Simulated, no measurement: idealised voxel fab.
Process module under the name voxel fin reveal
Shown is cross-section cut, with a width of 205 nm and square cells of size 5 nm.
How to read a cross-section here: the picture is a grid of square cells, written as bands going from the top down, and any band can span one or more rows of cells. This entry defines a band. It first specifies the height of the band's top and the height of its bottom in nm, and then specifies the band's materials from left to right, stating each material with its width in nm. The word "full width" identifies a single material that fills the band from edge to edge, while the word "empty" identifies empty space. Below 0: as-received wafer, all one material; heights counted from there. Lowest band: no bottom, goes on down, written "0 down". The expression "30->40" gives the width at the extremes of the band, the first number at its top row of cells and the second at its bottom row, with the width changing by equal amounts from each row to the next in between. "nothing changed" for a step: no cell of the cross-section changed in that step. In the "Enclosed void inventory" entry, you get each enclosed empty space of 8 cells or more, one with no open way to the top, written width x height at distance, distance from the left edge, in nm. Whatever follows a step's settings on its line is a remark the simulator itself makes about that step. The optional step-line setting "overlay nm" applies to steps with a mask and quantifies how far to the right of its planned location the mask lay, a negative value indicating leftward placement.

## List of planned process steps
1: op RECEIVE | material Si
2: op CONFORMAL_DEP | material SiN | thk nm 5
3: op DIRECTIONAL_DEP | material aC | thk nm 10
4: op PATTERN | tone cover | mask id FINS | material resist | width nm 15 | pitch nm 45 | thk nm 30 | overlay nm 0
5: op DIRECTIONAL_ETCH | etch materials aC | depth nm 10
6: op STRIP | etch materials resist
7: op DIRECTIONAL_ETCH | etch materials SiN | depth nm 5
8: op DIRECTIONAL_ETCH | etch materials Si | depth nm 35
9: op STRIP | etch materials aC
10: op FILL_DEP | material SiO2 | thk nm 15
11: op CMP | height nm 5
12: op SELECTIVE_ETCH | etch materials SiO2 | depth nm 15
13: op STRIP | etch materials SiN
14: op CONFORMAL_DEP | material HfO2 | thk nm 5

## Cross-section of the wafer upon arrival, representing the state reached after step 1
  0 down = Si full width
  Enclosed void inventory: none

## The first of two wafers, cross-sectioned at the end of the module, with the run proceeding as planned
  5 to 0 = 45 nm empty  25 nm HfO2  20 nm empty  25 nm HfO2  20 nm empty  25 nm HfO2  45 nm empty
  0 to -5 = 45 nm empty  5 nm HfO2  15 nm Si  5 nm HfO2  20 nm empty  5 nm HfO2  15 nm Si  5 nm HfO2  20 nm empty  5 nm HfO2  15 nm Si  5 nm HfO2  45 nm empty
  -5 to -10 = 50 nm HfO2  15 nm Si  30 nm HfO2  15 nm Si  30 nm HfO2  15 nm Si  50 nm HfO2
  -10 to -35 = 50 nm SiO2  15 nm Si  30 nm SiO2  15 nm Si  30 nm SiO2  15 nm Si  50 nm SiO2
  -35 down = Si full width
  Enclosed void inventory: none

## End of module, second wafer, cross-section. Started like the first, planned like the first, run with one mistake
  0 to -10 = 50 nm empty  15 nm Si  30 nm empty  15 nm Si  30 nm empty  15 nm Si  50 nm empty
  -10 to -35 = 50 nm SiO2  15 nm Si  30 nm SiO2  15 nm Si  30 nm SiO2  15 nm Si  50 nm SiO2
  -35 down = Si full width
  Enclosed void inventory: none
Heads up, the wafer didn't run the way we planned it: plan step 14 never ran because it was skipped
Counted in cells at the end, the second wafer holds more or fewer of these materials than the first: HfO2: 53 fewer
